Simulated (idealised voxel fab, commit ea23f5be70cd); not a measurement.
process module | voxel released beams
cross-section cut | 210 nm wide | cells 5 nm
A cross-section is a grid of square cells, given in bands from the top down. A band is one or more rows of cells.
Each band's line starts with the height of the band's top and of its bottom, in nm. Then come its materials from left to right, each with its width in nm. One material with "throughout" fills the band from edge to edge. "air" is empty space.
Height 0 is the level under which the wafer as received is all one material. The lowest band goes on downwards, as in "0 down".
A width such as "30 to 40" changes by the same amount from each row of cells to the next, from the band's top row to its bottom row.
"no change" after a step means that no cell of the cross-section changed.
closed voids: empty space of 8 cells or more with no open way to the top, each as width x height at its distance from the left edge, in nm
after a step's settings: what the simulator itself notes on the step
overlay nm, on a step with a mask: how far to the right of its planned place the mask lay; to the left if negative
plan
1 op RECEIVE | material Si
2 op CONFORMAL_DEP | material Al2O3 | thk nm 5
3 op DIRECTIONAL_DEP | material SiO2 | thk nm 15
4 op DIRECTIONAL_DEP | material aC | thk nm 15
5 op PATTERN | tone open | mask id ANCHOR | material resist | width nm 30 | thk nm 30 | overlay nm 0
6 op DIRECTIONAL_ETCH | etch materials aC | depth nm 15
7 op STRIP | etch materials resist
8 op DIRECTIONAL_ETCH | etch materials SiO2 | depth nm 15
9 op STRIP | etch materials aC
10 op CONFORMAL_DEP | material SiN | thk nm 10
11 op MASKED_ETCH | tone cover | mask id BEAM | width nm 90 | etch materials SiN | depth nm 10 | overlay nm 0
12 op STRIP | etch materials SiO2
as received, after step 1
  0 down: Si throughout
  closed voids: none
a wafer at the end: this start, this plan, one mistake
  45 to 35: air 55 | SiN 90 | air 65
  35 to 20: SiN throughout
  20 to 5: SiO2 throughout
  5 to 0: Al2O3 throughout
  0 down: Si throughout
  closed voids: none
what went wrong: step 4 ran as: op DIRECTIONAL_DEP | material SiN | thk nm 15
